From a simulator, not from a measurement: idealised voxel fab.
Process module in this document: voxel air gaps
This is section cut - it's 210 nm across, gridded in 5 nm square cells.
Reading order for cross-sections: top band down to bottom band. Underlying form: a grid of square cells. Band size: one or more rows of cells.
Basically the band line says how high the top is and how high the bottom is, in nm, and then what's in it from left to right, every material with its width in nm. Empty space shows up as "blank", and if a single material carries "edge to edge" it runs the full band edge to edge.
Counting heights begins at 0, where everything beneath is, in the wafer as received, one material. The lowest band has no bottom; it goes on downwards, as "top 0, no bottom" shows.
Width "30->40": first value at the band's top row of cells, second value at its bottom row, equal change from row to row.
Where a step carries "nothing altered", the cross-section came out of it unchanged, cell for cell.
Empty spaces counting at least 8 cells and having no open way to the top are listed in "Closed void catalog". The notation width x height at distance is used for each, the distance being from the left edge and all three values in nm.
Heads up: the bit after the settings on a step's line is the simulator's remark on that step.
Each step line may optionally specify "overlay nm", which for a step with a mask gives the rightward distance between the mask's planned place and where it lay, a negative value indicating the leftward direction.

Listed below are the process steps as planned:
1) RECEIVE: material Si
2) CONFORMAL_DEP: material SiO2, thk nm 15
3) CONFORMAL_DEP: material SiCN, thk nm 5
4) DIRECTIONAL_DEP: material SiO2, thk nm 40
5) DIRECTIONAL_DEP: material aC, thk nm 15
6) PATTERN: tone open, mask id LINES, material resist, width nm 20, pitch nm 50, thk nm 35, overlay nm 0
7) DIRECTIONAL_ETCH: etch materials aC, depth nm 15
8) STRIP: etch materials resist
9) DIRECTIONAL_ETCH: etch materials SiO2, depth nm 40
10) STRIP: etch materials aC
11) CONFORMAL_DEP: material TiN, thk nm 5
12) FILL_DEP: material Ru, thk nm 10
13) CMP: height nm 60
14) EPI: material Ru, thk nm 10
15) SELECTIVE_ETCH: etch materials SiO2, depth nm 50
16) CONFORMAL_DEP: material SiCN, thk nm 5

Cross-section of the wafer as it came to us, i.e., already through step 1:
  top 0, no bottom = Si edge to edge
  Closed void catalog: none

Final wafer profile in cross-section after the module, from the same start and plan as above, with one mistake made during processing:
  top 90, bottom 85 = SiCN edge to edge
  top 85, bottom 65 = Ru edge to edge
  top 65, bottom 60 = TiN (25), Ru (10), TiN (40), Ru (10), TiN (40), Ru (10), TiN (40), Ru (10), TiN (25)
  top 60, bottom 25 = SiO2 (20), TiN (5), Ru (10), TiN (5), SiO2 (30), TiN (5), Ru (10), TiN (5), SiO2 (30), TiN (5), Ru (10), TiN (5), SiO2 (30), TiN (5), Ru (10), TiN (5), SiO2 (20)
  top 25, bottom 20 = SiO2 (20), TiN (20), SiO2 (30), TiN (20), SiO2 (30), TiN (20), SiO2 (30), TiN (20), SiO2 (20)
  top 20, bottom 15 = SiCN edge to edge
  top 15, bottom 0 = SiO2 edge to edge
  top 0, no bottom = Si edge to edge
  Closed void catalog: none
What broke from the plan during processing? step 13 was dropped from the plan's execution and never run
